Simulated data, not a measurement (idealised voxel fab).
The following process module bears the name voxel self aligned vias.
We display cut, a cross-section 290 nm in width whose square cells are each 5 nm.
Bands, listed from the top down, are how a cross-section gets written in this document; the cross-section itself is a grid of square cells, and a band is one or more rows of them.
Heads up on the band format: heights come first, top then bottom, in nm. After that it's the materials left to right, each with its width in nm. A single material flagged "edge to edge" fills the whole band edge to edge, and "air" means there's empty space there.
It should be noted that heights are counted from 0, beneath which the wafer as supplied is of one material throughout, and that the lowest band possesses no lower boundary but continues downward, as written in "from 0 down".
You'd read "30->40" like this: the band's top row of cells is as wide as the first number, its bottom row is as wide as the second, and going down, every row changes width by the same amount as the row before did.
Basically "no change" means that step didn't change any cell in the cross-section.
Under "Sealed voids" you'll find the enclosed gaps, the ones with no way out to the top, that are 8 cells or bigger; each reads width x height at distance, with distance counted from the left edge, everything in nm.
Formally, on a step line, whatever follows the settings is a remark that the simulator itself makes on the step.
overlay nm: on a step with a mask, how far right of its planned place the mask lay; negative means left.
Process steps (planned)
step 1: op RECEIVE | material Si
step 2: op CONFORMAL_DEP | material SiO2 | thk nm 15
step 3: op CONFORMAL_DEP | material SiCN | thk nm 5
step 4: op DIRECTIONAL_DEP | material lowk | thk nm 20
step 5: op DIRECTIONAL_DEP | material aC | thk nm 15
step 6: op PATTERN | tone open | mask id LINES | material resist | width nm 30 | pitch nm 75 | thk nm 35 | overlay nm 0
step 7: op DIRECTIONAL_ETCH | etch materials aC | depth nm 15
step 8: op STRIP | etch materials resist
step 9: op DIRECTIONAL_ETCH | etch materials lowk | depth nm 20
step 10: op STRIP | etch materials aC
step 11: op CONFORMAL_DEP | material TiN | thk nm 5
step 12: op FILL_DEP | material W | thk nm 5
step 13: op CMP | height nm 40
step 14: op SELECTIVE_ETCH | etch materials W Ru TiN | depth nm 10
step 15: op FILL_DEP | material SiN | thk nm 5
step 16: op CMP | height nm 40
step 17: op DIRECTIONAL_DEP | material lowk | thk nm 15
step 18: op MASKED_ETCH | tone open | mask id VIAS | width nm 50 | pitch nm 75 | etch materials lowk | depth nm 15 | overlay nm 0
step 19: op MASKED_ETCH | tone open | mask id VIAS | width nm 50 | pitch nm 75 | etch materials SiN | depth nm 10 | overlay nm 0
step 20: op CONFORMAL_DEP | material TiN | thk nm 5
step 21: op FILL_DEP | material Ru | thk nm 10
step 22: op CMP | height nm 55
step 23: op CONFORMAL_DEP | material SiCN | thk nm 5
Below: the first of two wafers, run as planned
Wafer cross-section on receipt, i.e. after step 1
    from 0 down | Si edge to edge
    Sealed voids: none
After step 2
    from 15 to 0 | SiO2 edge to edge
    Below 0, the layers are the same as they were.
After step 3
    from 20 to 15 | SiCN edge to edge
    Below 15, the layers are the same as they were.
After step 4
    from 40 to 20 | lowk edge to edge
    Below 20, the layers are the same as they were.
After step 5
    from 55 to 40 | aC edge to edge
    Below 40, the layers are the same as they were.
After step 6
    from 90 to 55 | resist=55  air=30  resist=45  air=30  resist=45  air=30  resist=55
    Below 55, the layers are the same as they were.
After step 7
    from 75 to 55 | resist=55  air=30  resist=45  air=30  resist=45  air=30  resist=55
    from 55 to 40 | aC=55  air=30  aC=45  air=30  aC=45  air=30  aC=55
    Below 40, the layers are the same as they were.
After step 8
    from 55 to 40 | aC=55  air=30  aC=45  air=30  aC=45  air=30  aC=55
    Below 40, the layers are the same as they were.
After step 9
    from 55 to 40 | aC=55  air=30  aC=45  air=30  aC=45  air=30  aC=55
    from 40 to 20 | lowk=55  air=30  lowk=45  air=30  lowk=45  air=30  lowk=55
    Below 20, the layers are the same as they were.
After step 10
    from 40 to 20 | lowk=55  air=30  lowk=45  air=30  lowk=45  air=30  lowk=55
    Below 20, the layers are the same as they were.
After step 11
    from 45 to 40 | TiN=60  air=20  TiN=55  air=20  TiN=55  air=20  TiN=60
    from 40 to 25 | lowk=55  TiN=5  air=20  TiN=5  lowk=45  TiN=5  air=20  TiN=5  lowk=45  TiN=5  air=20  TiN=5  lowk=55
    from 25 to 20 | lowk=55  TiN=30  lowk=45  TiN=30  lowk=45  TiN=30  lowk=55
    Below 20, the layers are the same as they were.
After step 12
    from 50 to 45 | W edge to edge
    from 45 to 40 | TiN=60  W=20  TiN=55  W=20  TiN=55  W=20  TiN=60
    from 40 to 25 | lowk=55  TiN=5  W=20  TiN=5  lowk=45  TiN=5  W=20  TiN=5  lowk=45  TiN=5  W=20  TiN=5  lowk=55
    Below 25, the layers are the same as they were.
After step 13
    from 40 to 25 | lowk=55  TiN=5  W=20  TiN=5  lowk=45  TiN=5  W=20  TiN=5  lowk=45  TiN=5  W=20  TiN=5  lowk=55
    Below 25, the layers are the same as they were.
After step 14
    from 40 to 30 | lowk=55  air=30  lowk=45  air=30  lowk=45  air=30  lowk=55
    Below 30, the layers are the same as they were.
After step 15
    from 45 to 40 | SiN edge to edge
    from 40 to 30 | lowk=55  SiN=30  lowk=45  SiN=30  lowk=45  SiN=30  lowk=55
    Below 30, the layers are the same as they were.
After step 16
    from 40 to 30 | lowk=55  SiN=30  lowk=45  SiN=30  lowk=45  SiN=30  lowk=55
    Below 30, the layers are the same as they were.
After step 17
    from 55 to 40 | lowk edge to edge
    Below 40, the layers are the same as they were.
After step 18
    from 55 to 40 | lowk=45  air=50  lowk=25  air=50  lowk=25  air=50  lowk=45
    Below 40, the layers are the same as they were.
After step 19
    from 55 to 40 | lowk=45  air=50  lowk=25  air=50  lowk=25  air=50  lowk=45
    from 40 to 30 | lowk=55  air=30  lowk=45  air=30  lowk=45  air=30  lowk=55
    Below 30, the layers are the same as they were.
After step 20
    from 60 to 55 | TiN=50  air=40  TiN=35  air=40  TiN=35  air=40  TiN=50
    from 55 to 45 | lowk=45  TiN=5  air=40  TiN=5  lowk=25  TiN=5  air=40  TiN=5  lowk=25  TiN=5  air=40  TiN=5  lowk=45
    from 45 to 35 | lowk=45->55  TiN=15->5  air=20  TiN=15->5  lowk=25->45  TiN=15->5  air=20  TiN=15->5  lowk=25->45  TiN=15->5  air=20  TiN=15->5  lowk=45->55
    from 35 to 30 | lowk=55  TiN=30  lowk=45  TiN=30  lowk=45  TiN=30  lowk=55
    Below 30, the layers are the same as they were.
After step 21
    from 70 to 60 | Ru edge to edge
    from 60 to 55 | TiN=50  Ru=40  TiN=35  Ru=40  TiN=35  Ru=40  TiN=50
    from 55 to 45 | lowk=45  TiN=5  Ru=40  TiN=5  lowk=25  TiN=5  Ru=40  TiN=5  lowk=25  TiN=5  Ru=40  TiN=5  lowk=45
    from 45 to 35 | lowk=45->55  TiN=15->5  Ru=20  TiN=15->5  lowk=25->45  TiN=15->5  Ru=20  TiN=15->5  lowk=25->45  TiN=15->5  Ru=20  TiN=15->5  lowk=45->55
    Below 35, the layers are the same as they were.
After step 22
    from 55 to 45 | lowk=45  TiN=5  Ru=40  TiN=5  lowk=25  TiN=5  Ru=40  TiN=5  lowk=25  TiN=5  Ru=40  TiN=5  lowk=45
    Below 45, the layers are the same as they were.
After step 23
    from 60 to 55 | SiCN edge to edge
    Below 55, the layers are the same as they were.
What follows concerns the second wafer, which started out like the first and was meant to follow the very same plan; one mistake crept in when it was run, but everything up to and including step 5 is the same as for the first wafer
Look at the second wafer in cross-section at the time step 6 ought to have finished
    from 90 to 55 | resist=45  air=30  resist=45  air=30  resist=45  air=30  resist=65
    Below 55, the layers are the same as they were.
Look at the second wafer in cross-section at the time step 7 ought to have finished
    from 75 to 55 | resist=45  air=30  resist=45  air=30  resist=45  air=30  resist=65
    from 55 to 40 | aC=45  air=30  aC=45  air=30  aC=45  air=30  aC=65
    Below 40, the layers are the same as they were.
Look at the second wafer in cross-section at the time step 8 ought to have finished
    from 55 to 40 | aC=45  air=30  aC=45  air=30  aC=45  air=30  aC=65
    Below 40, the layers are the same as they were.
Look at the second wafer in cross-section at the time step 9 ought to have finished
    from 55 to 40 | aC=45  air=30  aC=45  air=30  aC=45  air=30  aC=65
    from 40 to 20 | lowk=45  air=30  lowk=45  air=30  lowk=45  air=30  lowk=65
    Below 20, the layers are the same as they were.
Look at the second wafer in cross-section at the time step 10 ought to have finished
    from 40 to 20 | lowk=45  air=30  lowk=45  air=30  lowk=45  air=30  lowk=65
    Below 20, the layers are the same as they were.
Look at the second wafer in cross-section at the time step 11 ought to have finished
    from 45 to 40 | TiN=50  air=20  TiN=55  air=20  TiN=55  air=20  TiN=70
    from 40 to 25 | lowk=45  TiN=5  air=20  TiN=5  lowk=45  TiN=5  air=20  TiN=5  lowk=45  TiN=5  air=20  TiN=5  lowk=65
    from 25 to 20 | lowk=45  TiN=30  lowk=45  TiN=30  lowk=45  TiN=30  lowk=65
    Below 20, the layers are the same as they were.
Look at the second wafer in cross-section at the time step 12 ought to have finished
    from 50 to 45 | W edge to edge
    from 45 to 40 | TiN=50  W=20  TiN=55  W=20  TiN=55  W=20  TiN=70
    from 40 to 25 | lowk=45  TiN=5  W=20  TiN=5  lowk=45  TiN=5  W=20  TiN=5  lowk=45  TiN=5  W=20  TiN=5  lowk=65
    Below 25, the layers are the same as they were.
Look at the second wafer in cross-section at the time step 13 ought to have finished
    from 40 to 25 | lowk=45  TiN=5  W=20  TiN=5  lowk=45  TiN=5  W=20  TiN=5  lowk=45  TiN=5  W=20  TiN=5  lowk=65
    Below 25, the layers are the same as they were.
Look at the second wafer in cross-section at the time step 14 ought to have finished
    from 40 to 30 | lowk=45  air=30  lowk=45  air=30  lowk=45  air=30  lowk=65
    Below 30, the layers are the same as they were.
Look at the second wafer in cross-section at the time step 15 ought to have finished
    from 45 to 40 | SiN edge to edge
    from 40 to 30 | lowk=45  SiN=30  lowk=45  SiN=30  lowk=45  SiN=30  lowk=65
    Below 30, the layers are the same as they were.
Look at the second wafer in cross-section at the time step 16 ought to have finished
    from 40 to 30 | lowk=45  SiN=30  lowk=45  SiN=30  lowk=45  SiN=30  lowk=65
    Below 30, the layers are the same as they were.
Look at the second wafer in cross-section at the time step 17 ought to have finished
    from 55 to 40 | lowk edge to edge
    Below 40, the layers are the same as they were.
Look at the second wafer in cross-section at the time step 18 ought to have finished
    from 55 to 40 | lowk=45  air=50  lowk=25  air=50  lowk=25  air=50  lowk=45
    Below 40, the layers are the same as they were.
Look at the second wafer in cross-section at the time step 19 ought to have finished
    from 55 to 40 | lowk=45  air=50  lowk=25  air=50  lowk=25  air=50  lowk=45
    from 40 to 30 | lowk=45  air=30  lowk=45  air=30  lowk=45  air=30  lowk=65
    Below 30, the layers are the same as they were.
Look at the second wafer in cross-section at the time step 20 ought to have finished
    from 60 to 55 | TiN=50  air=40  TiN=35  air=40  TiN=35  air=40  TiN=50
    from 55 to 45 | lowk=45  TiN=5  air=40  TiN=5  lowk=25  TiN=5  air=40  TiN=5  lowk=25  TiN=5  air=40  TiN=5  lowk=45
    from 45 to 35 | lowk=45  TiN=5  air=20  TiN=25->5  lowk=25->45  TiN=5  air=20  TiN=25->5  lowk=25->45  TiN=5  air=20  TiN=25->5  lowk=45->65
    from 35 to 30 | lowk=45  TiN=30  lowk=45  TiN=30  lowk=45  TiN=30  lowk=65
    Below 30, the layers are the same as they were.
Look at the second wafer in cross-section at the time step 21 ought to have finished
    from 70 to 60 | Ru edge to edge
    from 60 to 55 | TiN=50  Ru=40  TiN=35  Ru=40  TiN=35  Ru=40  TiN=50
    from 55 to 45 | lowk=45  TiN=5  Ru=40  TiN=5  lowk=25  TiN=5  Ru=40  TiN=5  lowk=25  TiN=5  Ru=40  TiN=5  lowk=45
    from 45 to 35 | lowk=45  TiN=5  Ru=20  TiN=25->5  lowk=25->45  TiN=5  Ru=20  TiN=25->5  lowk=25->45  TiN=5  Ru=20  TiN=25->5  lowk=45->65
    Below 35, the layers are the same as they were.
Look at the second wafer in cross-section at the time step 22 ought to have finished
    from 55 to 45 | lowk=45  TiN=5  Ru=40  TiN=5  lowk=25  TiN=5  Ru=40  TiN=5  lowk=25  TiN=5  Ru=40  TiN=5  lowk=45
    Below 45, the layers are the same as they were.
Look at the second wafer in cross-section at the time step 23 ought to have finished
    from 60 to 55 | SiCN edge to edge
    Below 55, the layers are the same as they were.
What went wrong in running the wafer? step 6 ran with different settings than intended, the actual operation and settings being op PATTERN | tone open | mask id LINES | material resist | width nm 30 | pitch nm 75 | thk nm 35 | overlay nm -10
So at the finish, the second wafer's got exactly as many cells of each material as the first, just not in the same spots.
